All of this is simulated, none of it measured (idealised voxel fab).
The following is a process module called voxel self aligned vias.
It is cross-section cut that appears here, measuring 145 nm in width, its square cells being 5 nm in size.
Cross-section spec: square-cell grid; bands listed top down; each band is one or more rows.
This entry defines a band. It first specifies the height of the band's top and the height of its bottom in nm, and then specifies the band's materials from left to right, stating each material with its width in nm. The word "everywhere" identifies a single material that fills the band from edge to edge, while the word "blank" identifies empty space.
Heads up on the height convention: 0 is the point under which the incoming wafer is all one material, and the lowest band has no bottom, it just keeps going down, like "0 down".
Quick explanation for "30->40": the width changes in equal steps down the rows of cells, from the first number in the band's top row to the second number in its bottom row.
Reading "identical to before" for a step: not a cell of the cross-section changed in it.
The entry titled "Enclosed internal cavities" provides the empty spaces that have no open way to the top, restricted to those of 8 cells or more. Each is presented as width x height at distance, the distance being measured from the left edge, with all three in nm.
Text after the settings on a step's line: the simulator's own remark on that step.
overlay nm: mask right of planned place by this much (step with mask). Neg. = left.
Set out below are the planned steps of the process:
1) RECEIVE with material Si
2) CONFORMAL_DEP with material SiO2, thk nm 10
3) CONFORMAL_DEP with material SiCN, thk nm 5
4) DIRECTIONAL_DEP with material SiO2, thk nm 20
5) MASKED_ETCH with tone open, mask id LINES, width nm 20, pitch nm 45, etch materials SiO2, depth nm 20, overlay nm 0
6) CONFORMAL_DEP with material TiN, thk nm 5
7) FILL_DEP with material W, thk nm 5
8) CMP with height nm 35
9) SELECTIVE_ETCH with etch materials W Ru TiN, depth nm 10
10) FILL_DEP with material SiN, thk nm 10
11) CMP with height nm 35
12) DIRECTIONAL_DEP with material SiO2, thk nm 15
13) PATTERN with tone open, mask id VIAS, material resist, width nm 30, thk nm 20, overlay nm 0
14) DIRECTIONAL_ETCH with etch materials SiO2, depth nm 15
15) DIRECTIONAL_ETCH with etch materials SiN, depth nm 10
16) STRIP with etch materials resist
17) CONFORMAL_DEP with material TiN, thk nm 5
18) FILL_DEP with material W, thk nm 5
19) CMP with height nm 50
20) CONFORMAL_DEP with material SiCN, thk nm 5
As-received wafer cross-section (after step 1):
- 0 down = Si everywhere
- Enclosed internal cavities: none
Here's the cross-section of the first of our two wafers at the end of the module - it ran as planned:
- 55 to 50 = SiCN everywhere
- 50 to 40 = 35 of SiO2 / 5 of TiN / 20 of W / 5 of TiN / 80 of SiO2
- 40 to 35 = 35 of SiO2 / 10 of TiN / 10 of W / 10 of TiN / 80 of SiO2
- 35 to 30 = 40 of SiO2 / 5 of TiN / 10 of W / 5 of TiN / 25 of SiO2 / 20 of SiN / 40 of SiO2
- 30 to 25 = 40 of SiO2 / 20 of TiN / 25 of SiO2 / 20 of SiN / 40 of SiO2
- 25 to 20 = 40 of SiO2 / 5 of TiN / 10 of W / 5 of TiN / 25 of SiO2 / 5 of TiN / 10 of W / 5 of TiN / 40 of SiO2
- 20 to 15 = 40 of SiO2 / 20 of TiN / 25 of SiO2 / 20 of TiN / 40 of SiO2
- 15 to 10 = SiCN everywhere
- 10 to 0 = SiO2 everywhere
- 0 down = Si everywhere
- Enclosed internal cavities: none
Wafer two cross-section, module end. Start and plan unchanged from wafer one; one mistake made during the run:
- 55 to 50 = SiCN everywhere
- 50 to 40 = 30 of W / 5 of TiN / 30 of SiO2 / 5 of TiN / 75 of W
- 40 to 35 = 35 of TiN / 30 of SiO2 / 25 of TiN / 10 of W / 45 of TiN
- 35 to 30 = 40 of SiO2 / 20 of SiN / 25 of SiO2 / 5 of TiN / 10 of W / 5 of TiN / 40 of SiO2
- 30 to 25 = 40 of SiO2 / 20 of SiN / 25 of SiO2 / 20 of TiN / 40 of SiO2
- 25 to 20 = 40 of SiO2 / 5 of TiN / 10 of W / 5 of TiN / 25 of SiO2 / 5 of TiN / 10 of W / 5 of TiN / 40 of SiO2
- 20 to 15 = 40 of SiO2 / 20 of TiN / 25 of SiO2 / 20 of TiN / 40 of SiO2
- 15 to 10 = SiCN everywhere
- 10 to 0 = SiO2 everywhere
- 0 down = Si everywhere
- Enclosed internal cavities: none
Plan not followed: so step 13 ended up running with a different setting than we planned, it ran as PATTERN with tone cover, mask id VIAS, material resist, width nm 30, thk nm 20, overlay nm 0
Heads up, by the end the second wafer has more or fewer cells of some materials compared to the first: SiO2: 51 fewer; TiN: 17 more; W: 34 more
